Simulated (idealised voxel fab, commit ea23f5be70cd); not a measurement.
The name of this process module is voxel self aligned contacts.
For reference, the cross-section in this document is cut, with width 170 nm and square cells of 5 nm.
Heads up, the way a cross-section reads in here is a grid of square cells, handed over as bands from the top down, with every band being one or more rows of cells.
Band: top and bottom heights (nm) first, top before bottom; then materials from left to right, widths in nm. "everywhere" marks a sole material filling the band edge to edge. "air" denotes empty space.
Heads up on the height convention: 0 is the point under which the incoming wafer is all one material, and the lowest band has no bottom, it just keeps going down, like "0 and below".
A width such as "30->40" changes by the same amount from each row of cells to the next, from the band's top row to its bottom row.
Basically "no change" means that step didn't change any cell in the cross-section.
Enclosed voids (no open way to top), threshold 8 cells or more, entry "Enclosed empty spaces", notation width x height at distance, distance from left edge, nm.
If you see something after the settings on a step's line, that's the simulator's own remark about that step.
What "overlay nm" on a step's line means: if the step has a mask, that mask lay this far to the right of its planned place, or, when the value is negative, to the left.

### Planned process steps
1,RECEIVE: material Si
2,CONFORMAL_DEP: material SiO2, thk nm 5
3,DIRECTIONAL_DEP: material polySi, thk nm 30
4,DIRECTIONAL_DEP: material SiN, thk nm 20
5,DIRECTIONAL_DEP: material aC, thk nm 10
6,PATTERN: tone cover, mask id GATE, material resist, width nm 30, pitch nm 60, thk nm 25, overlay nm 0
7,DIRECTIONAL_ETCH: etch materials aC, depth nm 10
8,STRIP: etch materials resist
9,DIRECTIONAL_ETCH: etch materials SiN, depth nm 20
10,DIRECTIONAL_ETCH: etch materials polySi, depth nm 30
11,STRIP: etch materials aC
12,CONFORMAL_DEP: material SiN, thk nm 5
13,DIRECTIONAL_ETCH: etch materials SiN, depth nm 5
14,FILL_DEP: material SiO2, thk nm 10
15,CMP: height nm 60
16,PATTERN: tone open, mask id CONTACT, material resist, width nm 40, thk nm 15, overlay nm 0
17,DIRECTIONAL_ETCH: etch materials SiO2, depth nm 60
18,STRIP: etch materials resist
19,CONFORMAL_DEP: material TiN, thk nm 5
20,FILL_DEP: material W, thk nm 5
21,CMP: height nm 60
22,CONFORMAL_DEP: material SiN, thk nm 5

### as received, after step 1
    0 and below | Si everywhere
    Enclosed empty spaces: none

### End-of-module XS, first of two wafers, run as planned
    65 down to 60 | SiN everywhere
    60 down to 55 | 65 SiO2 / 15 TiN / 10 W / 15 TiN / 65 SiO2
    55 down to 35 | 35 SiO2 / 40 SiN / 5 TiN / 10 W / 5 TiN / 40 SiN / 35 SiO2
    35 down to 5 | 35 SiO2 / 5 SiN / 30 polySi / 5 SiN / 5 TiN / 10 W / 5 TiN / 5 SiN / 30 polySi / 5 SiN / 35 SiO2
    5 down to 0 | 75 SiO2 / 20 TiN / 75 SiO2
    0 and below | Si everywhere
    Enclosed empty spaces: none

### Second wafer of the two, sectioned at the end of the module. It began like the first and followed the same plan, but one mistake was made while running it
    65 down to 60 | SiN everywhere
    60 down to 55 | 65 SiO2 / 15 TiN / 10 W / 15 TiN / 65 SiO2
    55 down to 35 | 35 SiO2 / 40 SiN / 5 TiN / 10 W / 5 TiN / 40 SiN / 35 SiO2
    35 down to 15 | 35 SiO2 / 5 SiN / 30 polySi / 5 SiN / 5 TiN / 10 W / 5 TiN / 5 SiN / 30 polySi / 5 SiN / 35 SiO2
    15 down to 10 | 35 SiO2 / 5 SiN / 30 polySi / 5 SiN / 20 TiN / 5 SiN / 30 polySi / 5 SiN / 35 SiO2
    10 down to 5 | 35 SiO2 / 5 SiN / 30 polySi / 5 SiN / 20 SiO2 / 5 SiN / 30 polySi / 5 SiN / 35 SiO2
    5 down to 0 | SiO2 everywhere
    0 and below | Si everywhere
    Enclosed empty spaces: none
Deviation from plan: in deviation from the planned setting, step 17 was conducted as DIRECTIONAL_ETCH: etch materials SiO2, depth nm 50
Cell-count delta at end, second wafer over first, by material: SiO2: 8 more; TiN: 4 fewer; W: 4 fewer
